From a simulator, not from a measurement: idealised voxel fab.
process module | voxel transistor to metal
cross-section cut | 140 nm wide | cells 5 nm
A cross-section is a grid of square cells, given in bands from the top down. A band is one or more rows of cells.
Each band's line starts with the height of the band's top and of its bottom, in nm. Then come its materials from left to right, each with its width in nm. One material with "throughout" fills the band from edge to edge. "air" is empty space.
Height 0 is the level under which the wafer as received is all one material. The lowest band goes on downwards, as in "0 down".
A width such as "30 to 40" changes by the same amount from each row of cells to the next, from the band's top row to its bottom row.
"no change" after a step means that no cell of the cross-section changed.
closed voids: empty space of 8 cells or more with no open way to the top, each as width x height at its distance from the left edge, in nm
after a step's settings: what the simulator itself notes on the step
overlay nm, on a step with a mask: how far to the right of its planned place the mask lay; to the left if negative
plan
1 op RECEIVE | material Si
2 op CONFORMAL_DEP | material SiO2 | thk nm 5
3 op CONFORMAL_DEP | material SiN | thk nm 15
4 op PATTERN | tone cover | mask id ACTIVE | material resist | width nm 105 | thk nm 20 | overlay nm 0
5 op DIRECTIONAL_ETCH | etch materials SiN | depth nm 15
6 op DIRECTIONAL_ETCH | etch materials SiO2 | depth nm 5
7 op DIRECTIONAL_ETCH | etch materials Si | depth nm 30
8 op STRIP | etch materials resist
9 op FILL_DEP | material SiO2 | thk nm 5
10 op CMP | height nm 20
11 op SELECTIVE_ETCH | etch materials SiO2 | depth nm 5
12 op STRIP | etch materials SiN
13 op SELECTIVE_ETCH | etch materials SiO2 | depth nm 5
14 op OXIDIZE | depth nm 5
15 op DIRECTIONAL_DEP | material polySi | thk nm 25
16 op DIRECTIONAL_DEP | material SiCN | thk nm 10
17 op DIRECTIONAL_DEP | material aC | thk nm 15
18 op PATTERN | tone cover | mask id GATE | material resist | width nm 15 | thk nm 30 | overlay nm 0
19 op DIRECTIONAL_ETCH | etch materials aC | depth nm 15
20 op STRIP | etch materials resist
21 op DIRECTIONAL_ETCH | etch materials SiCN | depth nm 20
22 op DIRECTIONAL_ETCH | etch materials polySi | depth nm 35
23 op STRIP | etch materials aC
24 op CONFORMAL_DEP | material SiN | thk nm 10
25 op DIRECTIONAL_ETCH | etch materials SiN | depth nm 10
26 op DIRECTIONAL_ETCH | etch materials SiO2 | depth nm 5
27 op EPI | material pSi | thk nm 5
28 op FILL_DEP | material SiO2 | thk nm 5
29 op CMP | height nm 35
30 op DIRECTIONAL_DEP | material SiO2 | thk nm 10
31 op DIRECTIONAL_DEP | material aC | thk nm 15
32 op PATTERN | tone open | mask id CONTACT | material resist | width nm 20 | pitch nm 65 | thk nm 30 | overlay nm 0
33 op DIRECTIONAL_ETCH | etch materials aC | depth nm 15
34 op STRIP | etch materials resist
35 op DIRECTIONAL_ETCH | etch materials SiO2 | depth nm 45
36 op STRIP | etch materials aC
37 op CONFORMAL_DEP | material TiN | thk nm 5
38 op FILL_DEP | material W | thk nm 5
39 op CMP | height nm 45
40 op DIRECTIONAL_DEP | material TiN | thk nm 5
41 op DIRECTIONAL_DEP | material W | thk nm 20
42 op MASKED_ETCH | tone cover | mask id METAL_1 | width nm 20 | pitch nm 65 | etch materials W | depth nm 20 | overlay nm 0
43 op MASKED_ETCH | tone cover | mask id METAL_1 | width nm 20 | pitch nm 65 | etch materials TiN | depth nm 5 | overlay nm 0
44 op CONFORMAL_DEP | material SiCN | thk nm 5
45 op FILL_DEP | material SiO2 | thk nm 10
46 op CMP | height nm 70
47 op CONFORMAL_DEP | material SiCN | thk nm 5
as received, after step 1
  0 down: Si throughout
  closed voids: none
a wafer at the end: this start, this plan, one mistake
  75 to 70: SiCN throughout
  70 to 50: SiO2 15 | SiCN 5 | W 30 | SiCN 5 | SiO2 25 | SiCN 5 | W 30 | SiCN 5 | SiO2 20
  50 to 45: SiCN 20 | TiN 30 | SiCN 35 | TiN 30 | SiCN 25
  45 to 35: SiO2 25 | TiN 5 | W 10 | TiN 5 | SiO2 45 | TiN 5 | W 10 | TiN 5 | SiO2 30
  35 to 25: SiO2 25 | TiN 5 | W 10 | TiN 5 | SiO2 5 | SiN 10 | SiCN 15 | SiN 10 | SiO2 5 | TiN 5 | W 10 | TiN 5 | SiO2 30
  25 to 10: SiO2 25 | TiN 5 | W 10 | TiN 5 | SiO2 5 | SiN 10 | polySi 15 | SiN 10 | SiO2 5 | TiN 5 | W 10 | TiN 5 | SiO2 30
  10 to 5: SiO2 10 | SiN 10 | SiO2 5 | TiN 5 | W 10 | TiN 5 | SiO2 5 | SiN 10 | polySi 15 | SiN 10 | SiO2 5 | TiN 5 | W 10 | TiN 5 | SiO2 5 | SiN 10 | SiO2 15
  5 to 0: SiO2 10 | SiN 10 | SiO2 5 | TiN 20 | SiO2 5 | SiN 10 | polySi 15 | SiN 10 | SiO2 5 | TiN 20 | SiO2 5 | SiN 10 | SiO2 15
  0 to -5: SiO2 20 | pSi 30 | SiO2 35 | pSi 30 | SiO2 25
  -5 to -30: SiO2 15 | Si 105 | SiO2 20
  -30 down: Si throughout
  closed voids: none
what went wrong: step 42 ran as: op MASKED_ETCH | tone cover | mask id METAL_1 | width nm 30 | pitch nm 65 | etch materials W | depth nm 20 | overlay nm 0
